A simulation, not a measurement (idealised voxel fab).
You're looking at the process module voxel ribs on slabs.
For reference, the cross-section in this document is cut, with width 165 nm and square cells of 5 nm.
Think of the cross-section as a grid of square cells. We describe it in bands, top to bottom, and each band covers one or more rows of those cells.
Read a band's entry like this: the first values are the height of its top and the height of its bottom in nm, and what follows is the sequence of materials from left to right, each with its width in nm. Note that "air" is empty space, and that a single material marked "full width" reaches across the band from edge to edge.
The reference from which all heights are counted is 0, the level beneath which the as-received wafer is entirely one material; the lowest band, having no lower bound, proceeds downward and is written after the example "z 0 and below".
Think of "30..40" as a width that walks from the first number to the second as you go down the band, top row to bottom row, taking equal-sized steps from row to row.
A step reported as "no alteration" is a step in which no cell of the cross-section changed.
"Cavities, sealed" enumerates empty spaces isolated from the top, with no open way to it, that contain at least 8 cells, giving each as width x height at distance from the left edge, all three in nm.
It should be noted that, on the line of a given step, the content following the step's settings is a remark produced by the simulator itself with respect to that step.
overlay nm: step with mask; distance mask lay right of planned place; negative value = left of planned place.

The planned process steps are enumerated hereunder:
1: RECEIVE: material Si
2: DIRECTIONAL_DEP: material SiO2, thk nm 20
3: DIRECTIONAL_DEP: material polySi, thk nm 20
4: PATTERN: tone cover, mask id RIB, material resist, width nm 15, thk nm 15, overlay nm 0
5: DIRECTIONAL_ETCH: etch materials polySi, depth nm 15
6: STRIP: etch materials resist
7: DIRECTIONAL_DEP: material aC, thk nm 15
8: PATTERN: tone cover, mask id SLAB, material resist, width nm 55, thk nm 30, overlay nm 0
9: DIRECTIONAL_ETCH: etch materials aC, depth nm 15
10: STRIP: etch materials resist
11: DIRECTIONAL_ETCH: etch materials polySi, depth nm 5
12: STRIP: etch materials aC
13: FILL_DEP: material SiO2, thk nm 30
14: CMP: height nm 60
15: DIRECTIONAL_DEP: material W, thk nm 5
16: DIRECTIONAL_DEP: material aC, thk nm 15
17: PATTERN: tone cover, mask id HEATER, material resist, width nm 25, thk nm 35, overlay nm 0
18: DIRECTIONAL_ETCH: etch materials aC, depth nm 15
19: STRIP: etch materials resist
20: DIRECTIONAL_ETCH: etch materials W, depth nm 5
21: STRIP: etch materials aC
22: CONFORMAL_DEP: material SiO2, thk nm 5

Concerning the first of two wafers, which was run in accordance with the plan:

Received-state cross-section, reflecting completion of step 1:
- z 0 and below  Si full width
- Cavities, sealed: none

Upon completion of step 2, the wafer appears in cross-section as shown:
- z 20 to 0  SiO2 full width
- Beneath the level 0, the cross-section is identical to its previous state.

Upon completion of step 3, the wafer appears in cross-section as shown:
- z 40 to 20  polySi full width
- Beneath the level 20, the cross-section is identical to its previous state.

Upon completion of step 4, the wafer appears in cross-section as shown:
- z 55 to 40  75 of air, 15 of resist, 75 of air
- Beneath the level 40, the cross-section is identical to its previous state.

Upon completion of step 5, the wafer appears in cross-section as shown:
- z 55 to 40  75 of air, 15 of resist, 75 of air
- z 40 to 25  75 of air, 15 of polySi, 75 of air
- Beneath the level 25, the cross-section is identical to its previous state.

Upon completion of step 6, the wafer appears in cross-section as shown:
- z 40 to 25  75 of air, 15 of polySi, 75 of air
- Beneath the level 25, the cross-section is identical to its previous state.

Upon completion of step 7, the wafer appears in cross-section as shown:
- z 55 to 40  75 of air, 15 of aC, 75 of air
- z 40 to 25  75 of aC, 15 of polySi, 75 of aC
- Beneath the level 25, the cross-section is identical to its previous state.

Upon completion of step 8, the wafer appears in cross-section as shown:
- z 85 to 55  55 of air, 55 of resist, 55 of air
- z 55 to 40  55 of air, 20 of resist, 15 of aC, 20 of resist, 55 of air
- Beneath the level 40, the cross-section is identical to its previous state.

Upon completion of step 9, the wafer appears in cross-section as shown:
- z 70 to 55  55 of air, 55 of resist, 55 of air
- z 55 to 40  55 of air, 20 of resist, 15 of aC, 20 of resist, 55 of air
- z 40 to 25  55 of air, 20 of aC, 15 of polySi, 20 of aC, 55 of air
- Beneath the level 25, the cross-section is identical to its previous state.

Upon completion of step 10, the wafer appears in cross-section as shown:
- z 55 to 40  75 of air, 15 of aC, 75 of air
- Beneath the level 40, the cross-section is identical to its previous state.

Upon completion of step 11, the wafer appears in cross-section as shown:
- z 55 to 40  75 of air, 15 of aC, 75 of air
- z 40 to 25  55 of air, 20 of aC, 15 of polySi, 20 of aC, 55 of air
- z 25 to 20  55 of air, 55 of polySi, 55 of air
- Beneath the level 20, the cross-section is identical to its previous state.

Upon completion of step 12, the wafer appears in cross-section as shown:
- z 40 to 25  75 of air, 15 of polySi, 75 of air
- Beneath the level 25, the cross-section is identical to its previous state.

Upon completion of step 13, the wafer appears in cross-section as shown:
- z 70 to 40  SiO2 full width
- z 40 to 25  75 of SiO2, 15 of polySi, 75 of SiO2
- z 25 to 20  55 of SiO2, 55 of polySi, 55 of SiO2
- Beneath the level 20, the cross-section is identical to its previous state.

Upon completion of step 14, the wafer appears in cross-section as shown:
- z 60 to 40  SiO2 full width
- Beneath the level 40, the cross-section is identical to its previous state.

Upon completion of step 15, the wafer appears in cross-section as shown:
- z 65 to 60  W full width
- Beneath the level 60, the cross-section is identical to its previous state.

Upon completion of step 16, the wafer appears in cross-section as shown:
- z 80 to 65  aC full width
- Beneath the level 65, the cross-section is identical to its previous state.

Upon completion of step 17, the wafer appears in cross-section as shown:
- z 115 to 80  70 of air, 25 of resist, 70 of air
- Beneath the level 80, the cross-section is identical to its previous state.

Upon completion of step 18, the wafer appears in cross-section as shown:
- z 100 to 80  70 of air, 25 of resist, 70 of air
- z 80 to 65  70 of air, 25 of aC, 70 of air
- Beneath the level 65, the cross-section is identical to its previous state.

Upon completion of step 19, the wafer appears in cross-section as shown:
- z 80 to 65  70 of air, 25 of aC, 70 of air
- Beneath the level 65, the cross-section is identical to its previous state.

Upon completion of step 20, the wafer appears in cross-section as shown:
- z 80 to 65  70 of air, 25 of aC, 70 of air
- z 65 to 60  70 of air, 25 of W, 70 of air
- Beneath the level 60, the cross-section is identical to its previous state.

Upon completion of step 21, the wafer appears in cross-section as shown:
- z 65 to 60  70 of air, 25 of W, 70 of air
- Beneath the level 60, the cross-section is identical to its previous state.

Upon completion of step 22, the wafer appears in cross-section as shown:
- z 70 to 65  65 of air, 35 of SiO2, 65 of air
- z 65 to 60  70 of SiO2, 25 of W, 70 of SiO2
- Beneath the level 60, the cross-section is identical to its previous state.

Second wafer: same start and same plan as the first, one execution error; identical to the first through step 1:

Planned end of step 2: second wafer, cross-section:
- z 40 to 0  SiO2 full width
- Beneath the level 0, the cross-section is identical to its previous state.

Planned end of step 3: second wafer, cross-section:
- z 60 to 40  polySi full width
- Beneath the level 40, the cross-section is identical to its previous state.

Planned end of step 4: second wafer, cross-section:
- z 75 to 60  75 of air, 15 of resist, 75 of air
- Beneath the level 60, the cross-section is identical to its previous state.

Planned end of step 5: second wafer, cross-section:
- z 75 to 60  75 of air, 15 of resist, 75 of air
- z 60 to 45  75 of air, 15 of polySi, 75 of air
- Beneath the level 45, the cross-section is identical to its previous state.

Planned end of step 6: second wafer, cross-section:
- z 60 to 45  75 of air, 15 of polySi, 75 of air
- Beneath the level 45, the cross-section is identical to its previous state.

Planned end of step 7: second wafer, cross-section:
- z 75 to 60  75 of air, 15 of aC, 75 of air
- z 60 to 45  75 of aC, 15 of polySi, 75 of aC
- Beneath the level 45, the cross-section is identical to its previous state.

Planned end of step 8: second wafer, cross-section:
- z 105 to 75  55 of air, 55 of resist, 55 of air
- z 75 to 60  55 of air, 20 of resist, 15 of aC, 20 of resist, 55 of air
- Beneath the level 60, the cross-section is identical to its previous state.

Planned end of step 9: second wafer, cross-section:
- z 90 to 75  55 of air, 55 of resist, 55 of air
- z 75 to 60  55 of air, 20 of resist, 15 of aC, 20 of resist, 55 of air
- z 60 to 45  55 of air, 20 of aC, 15 of polySi, 20 of aC, 55 of air
- Beneath the level 45, the cross-section is identical to its previous state.

Planned end of step 10: second wafer, cross-section:
- z 75 to 60  75 of air, 15 of aC, 75 of air
- Beneath the level 60, the cross-section is identical to its previous state.

Planned end of step 11: second wafer, cross-section:
- z 75 to 60  75 of air, 15 of aC, 75 of air
- z 60 to 45  55 of air, 20 of aC, 15 of polySi, 20 of aC, 55 of air
- z 45 to 40  55 of air, 55 of polySi, 55 of air
- Beneath the level 40, the cross-section is identical to its previous state.

Planned end of step 12: second wafer, cross-section:
- z 60 to 45  75 of air, 15 of polySi, 75 of air
- Beneath the level 45, the cross-section is identical to its previous state.

Planned end of step 13: second wafer, cross-section:
- z 90 to 60  SiO2 full width
- z 60 to 45  75 of SiO2, 15 of polySi, 75 of SiO2
- z 45 to 40  55 of SiO2, 55 of polySi, 55 of SiO2
- Beneath the level 40, the cross-section is identical to its previous state.

Planned end of step 14: second wafer, cross-section:
- z 60 to 45  75 of SiO2, 15 of polySi, 75 of SiO2
- Beneath the level 45, the cross-section is identical to its previous state.

Planned end of step 15: second wafer, cross-section:
- z 65 to 60  W full width
- Beneath the level 60, the cross-section is identical to its previous state.

Planned end of step 16: second wafer, cross-section:
- z 80 to 65  aC full width
- Beneath the level 65, the cross-section is identical to its previous state.

Planned end of step 17: second wafer, cross-section:
- z 115 to 80  70 of air, 25 of resist, 70 of air
- Beneath the level 80, the cross-section is identical to its previous state.

Planned end of step 18: second wafer, cross-section:
- z 100 to 80  70 of air, 25 of resist, 70 of air
- z 80 to 65  70 of air, 25 of aC, 70 of air
- Beneath the level 65, the cross-section is identical to its previous state.

Planned end of step 19: second wafer, cross-section:
- z 80 to 65  70 of air, 25 of aC, 70 of air
- Beneath the level 65, the cross-section is identical to its previous state.

Planned end of step 20: second wafer, cross-section:
- z 80 to 65  70 of air, 25 of aC, 70 of air
- z 65 to 60  70 of air, 25 of W, 70 of air
- Beneath the level 60, the cross-section is identical to its previous state.

Planned end of step 21: second wafer, cross-section:
- z 65 to 60  70 of air, 25 of W, 70 of air
- Beneath the level 60, the cross-section is identical to its previous state.

Planned end of step 22: second wafer, cross-section:
- z 70 to 65  65 of air, 35 of SiO2, 65 of air
- z 65 to 60  70 of SiO2, 25 of W, 70 of SiO2
- Beneath the level 60, the cross-section is identical to its previous state.
Diagnosis: step 2 in the plan was executed twice
at the end the second wafer has, in cells: as many of each material as the first, in other places
